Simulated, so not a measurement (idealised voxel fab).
process module | voxel capacitor over wiring
Each square cell in cross-section cut measures 5 nm, and the section as a whole is 220 nm wide.
We lay out every cross-section as a grid of square cells and spell it out in bands from the top down, where one band means one or more rows of cells. Band entry format. Leading values: height of top, height of bottom, nm. Remainder: materials in left-to-right order, each with its width in nm. Special words: "edge to edge" on a single material, which then fills the band edge to edge; "empty", empty space. A quick word on heights: they are counted from 0, and under that level the wafer as it came to us is one material throughout. The lowest band is different from the rest in having no bottom; it simply continues downward, written as in "0 -> down". Note: "30->40" means the width goes from the first number (top row of the band) to the second number (bottom row) in equal steps per row of cells. Key: "identical to before" - step with no changed cell in the cross-section. Voids not open to the top, 8 cells minimum: see "Voids, fully enclosed". Written width x height at distance; distance is from the left edge; nm. Step line, after settings: the simulator's comment on this step. overlay nm: for a step with a mask, the amount by which the mask lay right of where it was planned; a negative amount means left of it.

The steps planned for the process are as follows:
1) RECEIVE,material Si
2) CONFORMAL_DEP,material SiO2,thk nm 10
3) CONFORMAL_DEP,material SiN,thk nm 5
4) DIRECTIONAL_DEP,material lowk,thk nm 15
5) PATTERN,tone open,mask id METAL_1,material resist,width nm 20,pitch nm 70,thk nm 15,overlay nm 0
6) DIRECTIONAL_ETCH,etch materials lowk,depth nm 15
7) DIRECTIONAL_ETCH,etch materials SiN,depth nm 5
8) STRIP,etch materials resist
9) CONFORMAL_DEP,material TiN,thk nm 5
10) FILL_DEP,material Cu,thk nm 10
11) CMP,height nm 30
12) CONFORMAL_DEP,material SiCN,thk nm 5
13) DIRECTIONAL_DEP,material lowk,thk nm 20
14) DIRECTIONAL_DEP,material aC,thk nm 10
15) PATTERN,tone open,mask id PLUG_1,material resist,width nm 15,thk nm 30,overlay nm 0
16) DIRECTIONAL_ETCH,etch materials aC,depth nm 10
17) STRIP,etch materials resist
18) DIRECTIONAL_ETCH,etch materials lowk,depth nm 20
19) DIRECTIONAL_ETCH,etch materials SiCN,depth nm 5
20) STRIP,etch materials aC
21) EPI,material Ru,thk nm 10
22) EPI,material Ru,thk nm 10
23) EPI,material Ru,thk nm 5
24) DIRECTIONAL_DEP,material TiN,thk nm 10
25) DIRECTIONAL_DEP,material SiN,thk nm 5
26) DIRECTIONAL_DEP,material TiN,thk nm 10
27) PATTERN,tone cover,mask id UPPER_PLATE,material resist,width nm 55,thk nm 15,overlay nm 0
28) DIRECTIONAL_ETCH,etch materials TiN,depth nm 10
29) DIRECTIONAL_ETCH,etch materials SiN,depth nm 5
30) STRIP,etch materials resist
31) MASKED_ETCH,tone cover,mask id LOWER_PLATE,width nm 65,etch materials TiN,depth nm 10,overlay nm 0
32) FILL_DEP,material SiO2,thk nm 15
33) CMP,height nm 90
34) DIRECTIONAL_DEP,material aC,thk nm 15
35) PATTERN,tone open,mask id PLUG_2,material resist,width nm 15,thk nm 30,overlay nm 0
36) DIRECTIONAL_ETCH,etch materials aC,depth nm 15
37) STRIP,etch materials resist
38) DIRECTIONAL_ETCH,etch materials SiO2,depth nm 10
39) STRIP,etch materials aC
40) CONFORMAL_DEP,material TiN,thk nm 5
41) FILL_DEP,material Cu,thk nm 5
42) CMP,height nm 90
43) CONFORMAL_DEP,material SiCN,thk nm 5

Cross-sectional view of the wafer in its as-received condition, corresponding to the state after step 1:
* 0 -> down | Si edge to edge
* Voids, fully enclosed: none

Post-module cross-section: identical start and plan to those above, one misstep in execution:
* 95 -> 90 | SiCN edge to edge
* 90 -> 85 | SiO2: 80, then TiN: 5, then Cu: 5, then TiN: 5, then SiO2: 125
* 85 -> 80 | SiO2: 80, then TiN: 15, then SiO2: 125
* 80 -> 70 | SiO2: 70, then TiN: 55, then SiO2: 95
* 70 -> 60 | SiO2: 65, then TiN: 65, then SiO2: 90
* 60 -> 55 | SiN edge to edge
* 55 -> 35 | lowk: 70, then Ru: 15, then lowk: 135
* 35 -> 30 | SiCN: 70, then Ru: 15, then SiCN: 135
* 30 -> 15 | lowk: 65, then TiN: 5, then Cu: 10, then TiN: 5, then lowk: 50, then TiN: 5, then Cu: 10, then TiN: 5, then lowk: 65
* 15 -> 10 | SiN: 65, then TiN: 20, then SiN: 50, then TiN: 20, then SiN: 65
* 10 -> 0 | SiO2 edge to edge
* 0 -> down | Si edge to edge
* Voids, fully enclosed: none
Against the plan, the run slipped here: a sequencing error occurred in which plan steps 24 and 25 were transposed
